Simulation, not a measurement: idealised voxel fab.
Process module under the name voxel gate over fins
We display cut, a cross-section 245 nm in width whose square cells are each 5 nm.
This document writes a cross-section as a grid whose cells are square, and gives it as bands, listed from the top down; one or more rows of cells form a band. It is stipulated that each band's entry specify, in nanometres, the height of the top of the band and then that of its bottom, followed by the materials of the band in left-to-right sequence, each together with its width in nanometres. A single material marked by the word "throughout" is understood to fill the band from edge to edge; the word "air" is understood to denote empty space. Height 0 is the level under which the wafer as received is all one material. The lowest band goes on downwards, as in "0 down". Width "30->40": first value at the band's top row of cells, second value at its bottom row, equal change from row to row. "no change occurred" after a step means that no cell of the cross-section changed. Empty spaces counting at least 8 cells and having no open way to the top are listed in "Trapped voids". The notation width x height at distance is used for each, the distance being from the left edge and all three values in nm. Heads up: the bit after the settings on a step's line is the simulator's remark on that step. If you see "overlay nm" on a step's line and that step has a mask, it's telling you how far right of where it was planned the mask ended up; a negative number means it went left instead.

# plan
1. RECEIVE [material Si]
2. CONFORMAL_DEP [material SiN] [thk nm 10]
3. PATTERN [tone cover] [mask id FINS] [material resist] [width nm 15] [pitch nm 35] [thk nm 20] [overlay nm 0]
4. DIRECTIONAL_ETCH [etch materials SiN] [depth nm 10]
5. DIRECTIONAL_ETCH [etch materials Si] [depth nm 40]
6. STRIP [etch materials resist]
7. FILL_DEP [material SiO2] [thk nm 5]
8. CMP [height nm 10]
9. SELECTIVE_ETCH [etch materials SiO2] [depth nm 20]
10. STRIP [etch materials SiN]
11. CONFORMAL_DEP [material HfO2] [thk nm 5]
12. CONFORMAL_DEP [material TiN] [thk nm 5]
13. FILL_DEP [material W] [thk nm 10]
14. CMP [height nm 15]
15. CONFORMAL_DEP [material SiN] [thk nm 10]

# Wafer, first of two, run as planned

# Cross-section, incoming material, after step 1
- 0 down  Si throughout
- Trapped voids: none

# State of the wafer after step 2, shown in cross-section
- 10 to 0  SiN throughout
- Beneath the level 0, the cross-section is identical to its previous state.

# State of the wafer after step 3, shown in cross-section
- 30 to 10  air 95 nm  resist 15 nm  air 20 nm  resist 15 nm  air 100 nm
- Beneath the level 10, the cross-section is identical to its previous state.

# State of the wafer after step 4, shown in cross-section
- 30 to 10  air 95 nm  resist 15 nm  air 20 nm  resist 15 nm  air 100 nm
- 10 to 0  air 95 nm  SiN 15 nm  air 20 nm  SiN 15 nm  air 100 nm
- Beneath the level 0, the cross-section is identical to its previous state.

# State of the wafer after step 5, shown in cross-section
- 30 to 10  air 95 nm  resist 15 nm  air 20 nm  resist 15 nm  air 100 nm
- 10 to 0  air 95 nm  SiN 15 nm  air 20 nm  SiN 15 nm  air 100 nm
- 0 to -40  air 95 nm  Si 15 nm  air 20 nm  Si 15 nm  air 100 nm
- Beneath the level -40, the cross-section is identical to its previous state.

# State of the wafer after step 6, shown in cross-section
- 10 to 0  air 95 nm  SiN 15 nm  air 20 nm  SiN 15 nm  air 100 nm
- Beneath the level 0, the cross-section is identical to its previous state.

# State of the wafer after step 7, shown in cross-section
- 15 to 10  SiO2 throughout
- 10 to 0  SiO2 95 nm  SiN 15 nm  SiO2 20 nm  SiN 15 nm  SiO2 100 nm
- 0 to -40  SiO2 95 nm  Si 15 nm  SiO2 20 nm  Si 15 nm  SiO2 100 nm
- Beneath the level -40, the cross-section is identical to its previous state.

# State of the wafer after step 8, shown in cross-section
- 10 to 0  SiO2 95 nm  SiN 15 nm  SiO2 20 nm  SiN 15 nm  SiO2 100 nm
- Beneath the level 0, the cross-section is identical to its previous state.

# State of the wafer after step 9, shown in cross-section
- 10 to 0  air 95 nm  SiN 15 nm  air 20 nm  SiN 15 nm  air 100 nm
- 0 to -10  air 95 nm  Si 15 nm  air 20 nm  Si 15 nm  air 100 nm
- Beneath the level -10, the cross-section is identical to its previous state.

# State of the wafer after step 10, shown in cross-section
- 0 to -10  air 95 nm  Si 15 nm  air 20 nm  Si 15 nm  air 100 nm
- Beneath the level -10, the cross-section is identical to its previous state.

# State of the wafer after step 11, shown in cross-section
- 5 to 0  air 90 nm  HfO2 25 nm  air 10 nm  HfO2 25 nm  air 95 nm
- 0 to -5  air 90 nm  HfO2 5 nm  Si 15 nm  HfO2 5 nm  air 10 nm  HfO2 5 nm  Si 15 nm  HfO2 5 nm  air 95 nm
- -5 to -10  HfO2 95 nm  Si 15 nm  HfO2 20 nm  Si 15 nm  HfO2 100 nm
- Beneath the level -10, the cross-section is identical to its previous state.

# State of the wafer after step 12, shown in cross-section
- 10 to 5  air 85 nm  TiN 70 nm  air 90 nm
- 5 to 0  air 85 nm  TiN 5 nm  HfO2 25 nm  TiN 10 nm  HfO2 25 nm  TiN 5 nm  air 90 nm
- 0 to -5  TiN 90 nm  HfO2 5 nm  Si 15 nm  HfO2 5 nm  TiN 10 nm  HfO2 5 nm  Si 15 nm  HfO2 5 nm  TiN 95 nm
- Beneath the level -5, the cross-section is identical to its previous state.

# State of the wafer after step 13, shown in cross-section
- 20 to 10  W throughout
- 10 to 5  W 85 nm  TiN 70 nm  W 90 nm
- 5 to 0  W 85 nm  TiN 5 nm  HfO2 25 nm  TiN 10 nm  HfO2 25 nm  TiN 5 nm  W 90 nm
- Beneath the level 0, the cross-section is identical to its previous state.

# State of the wafer after step 14, shown in cross-section
- 15 to 10  W throughout
- Beneath the level 10, the cross-section is identical to its previous state.

# State of the wafer after step 15, shown in cross-section
- 25 to 15  SiN throughout
- Beneath the level 15, the cross-section is identical to its previous state.

# Here the second wafer is described. Its start and its plan were those of the first wafer. Its run contained one mistake. Up to and including step 10, it did exactly what the first wafer did

Second wafer, section view, time point: scheduled end of step 11: no change occurred

# Second wafer, section view, time point: scheduled end of step 12
- 5 to 0  air 90 nm  TiN 25 nm  air 10 nm  TiN 25 nm  air 95 nm
- 0 to -5  air 90 nm  TiN 5 nm  Si 15 nm  TiN 5 nm  air 10 nm  TiN 5 nm  Si 15 nm  TiN 5 nm  air 95 nm
- -5 to -10  TiN 95 nm  Si 15 nm  TiN 20 nm  Si 15 nm  TiN 100 nm
- Beneath the level -10, the cross-section is identical to its previous state.

# Second wafer, section view, time point: scheduled end of step 13
- 15 to 5  W throughout
- 5 to 0  W 90 nm  TiN 25 nm  W 10 nm  TiN 25 nm  W 95 nm
- 0 to -5  W 90 nm  TiN 5 nm  Si 15 nm  TiN 5 nm  W 10 nm  TiN 5 nm  Si 15 nm  TiN 5 nm  W 95 nm
- Beneath the level -5, the cross-section is identical to its previous state.

Second wafer, section view, time point: scheduled end of step 14: no change occurred

# Second wafer, section view, time point: scheduled end of step 15
- 25 to 15  SiN throughout
- Beneath the level 15, the cross-section is identical to its previous state.
Error vs. plan: it should be noted that step 11 of the plan was omitted and was not performed
Wrapping up, a cell-based count of both wafers puts the second over or under the first for these materials: -57 HfO2; +57 W
